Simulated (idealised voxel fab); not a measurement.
Module name: voxel air gaps (process module)
FYI the section here is cut, 140 nm wide, cells are 5 nm squares.
Reading order for cross-sections: top band down to bottom band. Underlying form: a grid of square cells. Band size: one or more rows of cells. Band: top and bottom heights (nm) first, top before bottom; then materials from left to right, widths in nm. "everywhere" marks a sole material filling the band edge to edge. "empty" denotes empty space. Height reference: 0 = level under which incoming wafer is all one material. Lowest band: no bottom, runs on downward, e.g. "0..down". Read "30 to 40" as a graded width: first number on top, second number at the bottom, same change between each pair of neighbouring rows. Where the words "nothing was modified" appear for a step, the cross-section shows no cell changed by that step; every cell remained as before. The entry "Fully enclosed voids" lists the empty spaces that cover at least 8 cells and have no open path to the top. Each is written as width x height at distance, where the distance is measured from the left edge and all three values are in nm. Read whatever lies past the settings on a step's line as the simulator's own remark about the step. overlay nm: how far to the right of its planned place the mask lay on this masked step (negative: to the left).
The process steps that were planned are listed below:
- 1: RECEIVE: material Si
- 2: CONFORMAL_DEP: material SiO2, thk nm 15
- 3: CONFORMAL_DEP: material SiN, thk nm 5
- 4: DIRECTIONAL_DEP: material SiO2, thk nm 40
- 5: DIRECTIONAL_DEP: material aC, thk nm 10
- 6: PATTERN: tone open, mask id LINES, material resist, width nm 15, pitch nm 40, thk nm 25, overlay nm 0
- 7: DIRECTIONAL_ETCH: etch materials aC, depth nm 10
- 8: STRIP: etch materials resist
- 9: DIRECTIONAL_ETCH: etch materials SiO2, depth nm 40
- 10: STRIP: etch materials aC
- 11: CONFORMAL_DEP: material TiN, thk nm 5
- 12: FILL_DEP: material Ru, thk nm 5
- 13: CMP: height nm 60
- 14: EPI: material Ru, thk nm 10
- 15: SELECTIVE_ETCH: etch materials SiO2, depth nm 50
- 16: CONFORMAL_DEP: material SiCN, thk nm 5
First wafer of two (run as planned):
Cross-section: wafer on arrival = after step 1:
* 0..down: Si everywhere
* Fully enclosed voids: none
Take a look at the wafer's cross-section after step 2:
* 15..0: SiO2 everywhere
* Under 0: no change, same as before.
Take a look at the wafer's cross-section after step 3:
* 20..15: SiN everywhere
* Under 15: no change, same as before.
Take a look at the wafer's cross-section after step 4:
* 60..20: SiO2 everywhere
* Under 20: no change, same as before.
Take a look at the wafer's cross-section after step 5:
* 70..60: aC everywhere
* Under 60: no change, same as before.
Take a look at the wafer's cross-section after step 6:
* 95..70: resist (20) | empty (15) | resist (25) | empty (15) | resist (25) | empty (15) | resist (25)
* Under 70: no change, same as before.
Take a look at the wafer's cross-section after step 7:
* 85..70: resist (20) | empty (15) | resist (25) | empty (15) | resist (25) | empty (15) | resist (25)
* 70..60: aC (20) | empty (15) | aC (25) | empty (15) | aC (25) | empty (15) | aC (25)
* Under 60: no change, same as before.
Take a look at the wafer's cross-section after step 8:
* 70..60: aC (20) | empty (15) | aC (25) | empty (15) | aC (25) | empty (15) | aC (25)
* Under 60: no change, same as before.
Take a look at the wafer's cross-section after step 9:
* 70..60: aC (20) | empty (15) | aC (25) | empty (15) | aC (25) | empty (15) | aC (25)
* 60..20: SiO2 (20) | empty (15) | SiO2 (25) | empty (15) | SiO2 (25) | empty (15) | SiO2 (25)
* Under 20: no change, same as before.
Take a look at the wafer's cross-section after step 10:
* 60..20: SiO2 (20) | empty (15) | SiO2 (25) | empty (15) | SiO2 (25) | empty (15) | SiO2 (25)
* Under 20: no change, same as before.
Take a look at the wafer's cross-section after step 11:
* 65..60: TiN (25) | empty (5) | TiN (35) | empty (5) | TiN (35) | empty (5) | TiN (30)
* 60..25: SiO2 (20) | TiN (5) | empty (5) | TiN (5) | SiO2 (25) | TiN (5) | empty (5) | TiN (5) | SiO2 (25) | TiN (5) | empty (5) | TiN (5) | SiO2 (25)
* 25..20: SiO2 (20) | TiN (15) | SiO2 (25) | TiN (15) | SiO2 (25) | TiN (15) | SiO2 (25)
* Under 20: no change, same as before.
Take a look at the wafer's cross-section after step 12:
* 70..65: Ru everywhere
* 65..60: TiN (25) | Ru (5) | TiN (35) | Ru (5) | TiN (35) | Ru (5) | TiN (30)
* 60..25: SiO2 (20) | TiN (5) | Ru (5) | TiN (5) | SiO2 (25) | TiN (5) | Ru (5) | TiN (5) | SiO2 (25) | TiN (5) | Ru (5) | TiN (5) | SiO2 (25)
* Under 25: no change, same as before.
Take a look at the wafer's cross-section after step 13:
* 60..25: SiO2 (20) | TiN (5) | Ru (5) | TiN (5) | SiO2 (25) | TiN (5) | Ru (5) | TiN (5) | SiO2 (25) | TiN (5) | Ru (5) | TiN (5) | SiO2 (25)
* Under 25: no change, same as before.
Take a look at the wafer's cross-section after step 14:
* 70..60: empty (10) | Ru (35) | empty (5) | Ru (35) | empty (5) | Ru (35) | empty (15)
* Under 60: no change, same as before.
Take a look at the wafer's cross-section after step 15:
* 70..60: empty (10) | Ru (35) | empty (5) | Ru (35) | empty (5) | Ru (35) | empty (15)
* 60..25: empty (20) | TiN (5) | Ru (5) | TiN (5) | empty (25) | TiN (5) | Ru (5) | TiN (5) | empty (25) | TiN (5) | Ru (5) | TiN (5) | empty (25)
* 25..20: empty (20) | TiN (15) | empty (25) | TiN (15) | empty (25) | TiN (15) | empty (25)
* Under 20: no change, same as before.
Take a look at the wafer's cross-section after step 16:
* 75..70: empty (5) | SiCN (125) | empty (10)
* 70..60: empty (5) | SiCN (5) | Ru (35) | SiCN (5) | Ru (35) | SiCN (5) | Ru (35) | SiCN (5) | empty (10)
* 60..55: empty (5) | SiCN (15) | TiN (5) | Ru (5) | TiN (5) | SiCN (25) | TiN (5) | Ru (5) | TiN (5) | SiCN (25) | TiN (5) | Ru (5) | TiN (5) | SiCN (15) | empty (10)
* 55..25: empty (15) | SiCN (5) | TiN (5) | Ru (5) | TiN (5) | SiCN (5) | empty (15) | SiCN (5) | TiN (5) | Ru (5) | TiN (5) | SiCN (5) | empty (15) | SiCN (5) | TiN (5) | Ru (5) | TiN (5) | SiCN (5) | empty (20)
* 25..20: SiCN (20) | TiN (15) | SiCN (25) | TiN (15) | SiCN (25) | TiN (15) | SiCN (25)
* Under 20: no change, same as before.
* Fully enclosed voids: 15 x 30 at 40; 15 x 30 at 80
Okay, second wafer. Nothing different at the start, nothing different in the plan, just one mistake somewhere in the running. As far as step 15, counting that step, it's the first wafer all over again:
Cross-section of the second wafer when, according to plan, step 16 should have finished:
* 75..70: empty (5) | TiN (125) | empty (10)
* 70..60: empty (5) | TiN (5) | Ru (35) | TiN (5) | Ru (35) | TiN (5) | Ru (35) | TiN (5) | empty (10)
* 60..55: empty (5) | TiN (20) | Ru (5) | TiN (35) | Ru (5) | TiN (35) | Ru (5) | TiN (20) | empty (10)
* 55..25: empty (15) | TiN (10) | Ru (5) | TiN (10) | empty (15) | TiN (10) | Ru (5) | TiN (10) | empty (15) | TiN (10) | Ru (5) | TiN (10) | empty (20)
* 25..20: TiN everywhere
* Under 20: no change, same as before.
* Fully enclosed voids: 15 x 30 at 40; 15 x 30 at 80
Want to know what went wrong? step 16 was not run as planned; what actually ran was CONFORMAL_DEP: material TiN, thk nm 5
Final tally in cells, some materials are higher or lower on the second wafer than on the first: SiCN -104 | TiN +104
